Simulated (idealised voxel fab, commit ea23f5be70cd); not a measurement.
The following is a process module called voxel self aligned contacts.
In the cross-section labelled cut, the width is 255 nm and each square cell is 5 nm.
Cross-section layout: square cells on a grid; listed as bands, top to bottom; a band spans one or more cell rows. The entry gives the band's vertical extent as a top height and a bottom height in nm, then its horizontal make-up as materials from left to right, each with a width in nm. "air" stands for empty space; a single material marked "all across" fills the band edge to edge. Below 0: as-received wafer, all one material; heights counted from there. Lowest band: no bottom, goes on down, written "0..down". The expression "30 to 40" gives the width at the extremes of the band, the first number at its top row of cells and the second at its bottom row, with the width changing by equal amounts from each row to the next in between. "no change" means the step left every cell of the cross-section as it was. "Enclosed empty spaces" lists enclosed empty spaces (at least 8 cells, no open path upward to the top), each as width x height at distance from the left edge, in nm. The remark found on a step's line after its settings is issued by the simulator itself and pertains to that step. The optional step-line setting "overlay nm" applies to steps with a mask and quantifies how far to the right of its planned location the mask lay, a negative value indicating leftward placement.

[List of planned process steps]
1) RECEIVE with material Si
2) CONFORMAL_DEP with material SiO2, thk nm 5
3) DIRECTIONAL_DEP with material polySi, thk nm 25
4) DIRECTIONAL_DEP with material SiN, thk nm 25
5) PATTERN with tone cover, mask id GATE, material resist, width nm 25, pitch nm 60, thk nm 15, overlay nm 0
6) DIRECTIONAL_ETCH with etch materials SiN, depth nm 25
7) DIRECTIONAL_ETCH with etch materials polySi, depth nm 25
8) STRIP with etch materials resist
9) CONFORMAL_DEP with material SiN, thk nm 10
10) DIRECTIONAL_ETCH with etch materials SiN, depth nm 10
11) FILL_DEP with material SiO2, thk nm 15
12) CMP with height nm 60
13) PATTERN with tone open, mask id CONTACT, material resist, width nm 45, thk nm 15, overlay nm 0
14) DIRECTIONAL_ETCH with etch materials SiO2, depth nm 60
15) STRIP with etch materials resist
16) CONFORMAL_DEP with material TiN, thk nm 5
17) FILL_DEP with material Ru, thk nm 5
18) CMP with height nm 60
19) CONFORMAL_DEP with material SiCN, thk nm 5

[Step 1 complete: cross-section of the wafer as received]
> 0..down  Si all across
> Enclosed empty spaces: none

[Cross-sectional result after module completion. Note: starting condition and plan are unchanged from above; one processing mistake was made]
> 65..60  SiCN all across
> 60..55  105 SiO2, then 45 TiN, then 105 SiO2
> 55..30  75 SiO2, then 50 SiN, then 10 TiN, then 50 SiN, then 70 SiO2
> 30..5  75 SiO2, then 10 SiN, then 30 polySi, then 10 SiN, then 10 TiN, then 10 SiN, then 30 polySi, then 10 SiN, then 70 SiO2
> 5..0  125 SiO2, then 10 TiN, then 120 SiO2
> 0..down  Si all across
> Enclosed empty spaces: none
Which mistake was made when the wafer was run? note that step 5 departed from the planned setting and was carried out as PATTERN with tone cover, mask id GATE, material resist, width nm 30, pitch nm 60, thk nm 15, overlay nm 0
